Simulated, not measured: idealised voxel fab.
A process module follows: voxel air gaps.
Section shown: cut. Width: 255 nm. Cell size: 5 nm, square.
In what follows, cross-sections appear as grids of square cells, described through bands that run from the top down, where every band is one or more rows of cells. Heights first: top, then bottom, in nm. Then materials, left to right, each with a width in nm. "throughout" on a single material: fills the band edge to edge. "empty": empty space. Height datum 0, below which the as-received substrate wafer is one material. Lowest band open at the bottom, running downward: "0 nm and below". With a width like "30 to 40", each row of cells in the band differs from the next by the same amount, the top row carrying the first number and the bottom row the second. "no change occurred" -> step changed no cross-section cell. Heads up: "Closed void catalog" only lists the empty pockets with no open path to the top that are 8 cells or more, and it writes them as width x height at distance, distance from the left edge, in nm. Whatever follows a step's settings on its line is a remark the simulator itself makes about that step. overlay nm: mask right of planned place by this much (step with mask). Neg. = left.
**plan**
1: op RECEIVE | material Si
2: op CONFORMAL_DEP | material SiO2 | thk nm 15
3: op CONFORMAL_DEP | material SiN | thk nm 5
4: op DIRECTIONAL_DEP | material lowk | thk nm 35
5: op DIRECTIONAL_DEP | material aC | thk nm 10
6: op PATTERN | tone open | mask id LINES | material resist | width nm 15 | pitch nm 55 | thk nm 25 | overlay nm 0
7: op DIRECTIONAL_ETCH | etch materials aC | depth nm 10
8: op STRIP | etch materials resist
9: op DIRECTIONAL_ETCH | etch materials lowk | depth nm 35
10: op STRIP | etch materials aC
11: op CONFORMAL_DEP | material TiN | thk nm 5
12: op FILL_DEP | material W | thk nm 5
13: op CMP | height nm 55
14: op EPI | material Ru | thk nm 10
15: op SELECTIVE_ETCH | etch materials lowk | depth nm 45
16: op CONFORMAL_DEP | material SiN | thk nm 5
It is noted that the wafers described herein are identical at the outset and are distinguished by the width nm of step 6; the value stated in the plan corresponds to the first wafer.
**Cross-section of the first of several received wafers, showing its state after step 1**
> 0 nm and below | Si throughout
> Closed void catalog: none
**First of several wafers in cross-section at module end, following the final step, step 16**
> 70 nm to 65 nm | empty 50, then SiN 45, then empty 10, then SiN 45, then empty 10, then SiN 45, then empty 50
> 65 nm to 55 nm | empty 50, then SiN 5, then Ru 35, then SiN 5, then empty 10, then SiN 5, then Ru 35, then SiN 5, then empty 10, then SiN 5, then Ru 35, then SiN 5, then empty 50
> 55 nm to 50 nm | empty 50, then SiN 15, then TiN 5, then W 5, then TiN 5, then SiN 15, then empty 10, then SiN 15, then TiN 5, then W 5, then TiN 5, then SiN 15, then empty 10, then SiN 15, then TiN 5, then W 5, then TiN 5, then SiN 15, then empty 50
> 50 nm to 25 nm | empty 60, then SiN 5, then TiN 5, then W 5, then TiN 5, then SiN 5, then empty 30, then SiN 5, then TiN 5, then W 5, then TiN 5, then SiN 5, then empty 30, then SiN 5, then TiN 5, then W 5, then TiN 5, then SiN 5, then empty 60
> 25 nm to 20 nm | SiN 65, then TiN 15, then SiN 40, then TiN 15, then SiN 40, then TiN 15, then SiN 65
> 20 nm to 15 nm | SiN throughout
> 15 nm to 0 nm | SiO2 throughout
> 0 nm and below | Si throughout
> Closed void catalog: none
**Cross-sectional view, end of module, last wafer of several**
> 70 nm to 65 nm | empty 40, then SiN 180, then empty 35
> 65 nm to 55 nm | empty 40, then SiN 5, then Ru 170, then SiN 5, then empty 35
> 55 nm to 50 nm | empty 40, then SiN 15, then TiN 5, then W 30, then TiN 5, then lowk 15, then TiN 5, then W 30, then TiN 5, then lowk 15, then TiN 5, then W 30, then TiN 5, then SiN 15, then empty 35
> 50 nm to 25 nm | empty 50, then SiN 5, then TiN 5, then W 30, then TiN 5, then lowk 15, then TiN 5, then W 30, then TiN 5, then lowk 15, then TiN 5, then W 30, then TiN 5, then SiN 5, then empty 45
> 25 nm to 20 nm | SiN 55, then TiN 40, then lowk 15, then TiN 40, then lowk 15, then TiN 40, then SiN 50
> 20 nm to 15 nm | SiN throughout
> 15 nm to 0 nm | SiO2 throughout
> 0 nm and below | Si throughout
> Closed void catalog: none
**Below is a per-wafer table. In it, each row describes the wafer at the end of the module by giving, for each material, the number of cells gained (+) or lost (-) since the wafer was received, and after that the closed voids of the wafer**
width nm 15 | +42 Ru | +180 SiN | +153 SiO2 | +45 TiN | +18 W | Closed void catalog: none
width nm 20 | +48 Ru | +180 SiN | +153 SiO2 | +48 TiN | +36 W | Closed void catalog: none
width nm 25 | +54 Ru | +180 SiN | +153 SiO2 | +51 TiN | +54 W | Closed void catalog: 20 x 25 at 90; 20 x 25 at 145
width nm 30 | +60 Ru | +172 SiN | +153 SiO2 | +54 TiN | +72 W | Closed void catalog: 15 x 25 at 95; 15 x 25 at 150
width nm 35 | +66 Ru | +128 SiN | +153 SiO2 | +57 TiN | +90 W | +56 lowk | Closed void catalog: none
width nm 40 | +68 Ru | +128 SiN | +153 SiO2 | +60 TiN | +108 W | +42 lowk | Closed void catalog: none
